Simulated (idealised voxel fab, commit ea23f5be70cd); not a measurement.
This section sets out a process module, namely voxel self aligned vias.
Cross-section cut: width 295 nm, square cells of 5 nm.
Notation: cross-section as square-cell grid; stated in bands, top first, going down; one or more cell rows per band. Band entry format. Leading values: height of top, height of bottom, nm. Remainder: materials in left-to-right order, each with its width in nm. Special words: "edge to edge" on a single material, which then fills the band edge to edge; "empty", empty space. Counting heights begins at 0, where everything beneath is, in the wafer as received, one material. The lowest band has no bottom; it goes on downwards, as "z 0 and below" shows. Quick explanation for "30 to 40": the width changes in equal steps down the rows of cells, from the first number in the band's top row to the second number in its bottom row. Reading "no change occurred" for a step: not a cell of the cross-section changed in it. Reported under the label "Closed void catalog" are the empty spaces having no open way to the top and comprising 8 cells or more; the notation for each is width x height at distance, in which the distance is measured from the left edge and all three values are in nm. Text after the settings on a step's line: the simulator's own remark on that step. Steps that use a mask can have "overlay nm" on their line. It says how far the mask sat to the right of where it was meant to be. Negative means to the left. How should the pairs below be read? Each gives the cross-section before one process step and the cross-section after it, the latter drawn only to the lowest band that changed; the step that lies between them, with its settings, appears under the pair. Does a pair pick up where the pair above left off? Only where its entry headed "State before" says so, since pairs can come from different runs of this module on the same starting wafer.

[State before]
	z 75 to 65  Ru edge to edge
	z 65 to 60  aC: 80, Ru: 20, aC: 35, Ru: 20, aC: 35, Ru: 20, aC: 85
	z 60 to 45  SiO2: 75, aC: 5, Ru: 20, aC: 5, SiO2: 25, aC: 5, Ru: 20, aC: 5, SiO2: 25, aC: 5, Ru: 20, aC: 5, SiO2: 80
	z 45 to 40  SiO2: 75, aC: 10, Ru: 10, aC: 10, SiO2: 25, aC: 10, Ru: 10, aC: 10, SiO2: 25, aC: 10, Ru: 10, aC: 10, SiO2: 80
	z 40 to 35  SiO2: 80, aC: 20, SiO2: 35, aC: 20, SiO2: 35, aC: 20, SiO2: 85
	z 35 to 20  SiO2: 80, TiN: 5, W: 10, TiN: 5, SiO2: 35, TiN: 5, W: 10, TiN: 5, SiO2: 35, TiN: 5, W: 10, TiN: 5, SiO2: 85
	z 20 to 15  SiO2: 80, TiN: 20, SiO2: 35, TiN: 20, SiO2: 35, TiN: 20, SiO2: 85
	z 15 to 10  SiCN edge to edge
	z 10 to 0  SiO2 edge to edge
	z 0 and below  Si edge to edge
	Closed void catalog: none

[State After Step]
	z 60 to 45  SiO2: 75, aC: 5, Ru: 20, aC: 5, SiO2: 25, aC: 5, Ru: 20, aC: 5, SiO2: 25, aC: 5, Ru: 20, aC: 5, SiO2: 80
	Below 45, the layers are the same as they were.
	Closed void catalog: none
Between before and after as drawn above: op CMP | height nm 60

State before: see preceding pair, after cross-section.

[State After Step]
	z 65 to 60  SiN edge to edge
	Below 60, the layers are the same as they were.
	Closed void catalog: none
Between before and after as drawn above: op CONFORMAL_DEP | material SiN | thk nm 5

[State before]
	z 60 to 40  SiO2 edge to edge
	z 40 to 35  SiO2: 80, SiN: 20, SiO2: 35, SiN: 20, SiO2: 35, SiN: 20, SiO2: 85
	z 35 to 20  SiO2: 80, TiN: 5, W: 10, TiN: 5, SiO2: 35, TiN: 5, W: 10, TiN: 5, SiO2: 35, TiN: 5, W: 10, TiN: 5, SiO2: 85
	z 20 to 15  SiO2: 80, TiN: 20, SiO2: 35, TiN: 20, SiO2: 35, TiN: 20, SiO2: 85
	z 15 to 10  SiCN edge to edge
	z 10 to 0  SiO2 edge to edge
	z 0 and below  Si edge to edge
	Closed void catalog: none

[State After Step]
	z 60 to 40  empty: 75, SiO2: 30, empty: 25, SiO2: 30, empty: 25, SiO2: 30, empty: 80
	Below 40, the layers are the same as they were.
	Closed void catalog: none
Between before and after as drawn above: op MASKED_ETCH | tone cover | mask id VIAS | width nm 30 | pitch nm 55 | etch materials SiO2 | depth nm 20 | overlay nm 0

State before: see preceding pair, after cross-section.

[State After Step]
	z 65 to 60  empty: 70, TiN: 40, empty: 15, TiN: 40, empty: 15, TiN: 40, empty: 75
	z 60 to 45  empty: 70, TiN: 5, SiO2: 30, TiN: 5, empty: 15, TiN: 5, SiO2: 30, TiN: 5, empty: 15, TiN: 5, SiO2: 30, TiN: 5, empty: 75
	z 45 to 40  TiN: 75, SiO2: 30, TiN: 25, SiO2: 30, TiN: 25, SiO2: 30, TiN: 80
	Below 40, the layers are the same as they were.
	Closed void catalog: none
Between before and after as drawn above: op CONFORMAL_DEP | material TiN | thk nm 5

State before: see preceding pair, after cross-section.

[State After Step]
	z 75 to 65  Ru edge to edge
	z 65 to 60  Ru: 70, TiN: 40, Ru: 15, TiN: 40, Ru: 15, TiN: 40, Ru: 75
	z 60 to 45  Ru: 70, TiN: 5, SiO2: 30, TiN: 5, Ru: 15, TiN: 5, SiO2: 30, TiN: 5, Ru: 15, TiN: 5, SiO2: 30, TiN: 5, Ru: 75
	Below 45, the layers are the same as they were.
	Closed void catalog: none
Between before and after as drawn above: op FILL_DEP | material Ru | thk nm 10

State before: see preceding pair, after cross-section.

[State After Step]
	z 60 to 45  Ru: 70, TiN: 5, SiO2: 30, TiN: 5, Ru: 15, TiN: 5, SiO2: 30, TiN: 5, Ru: 15, TiN: 5, SiO2: 30, TiN: 5, Ru: 75
	Below 45, the layers are the same as they were.
	Closed void catalog: none
Between before and after as drawn above: op CMP | height nm 60

State before: see preceding pair, after cross-section.

[State After Step]
	z 65 to 60  SiN edge to edge
	Below 60, the layers are the same as they were.
	Closed void catalog: none
Between before and after as drawn above: op CONFORMAL_DEP | material SiN | thk nm 5
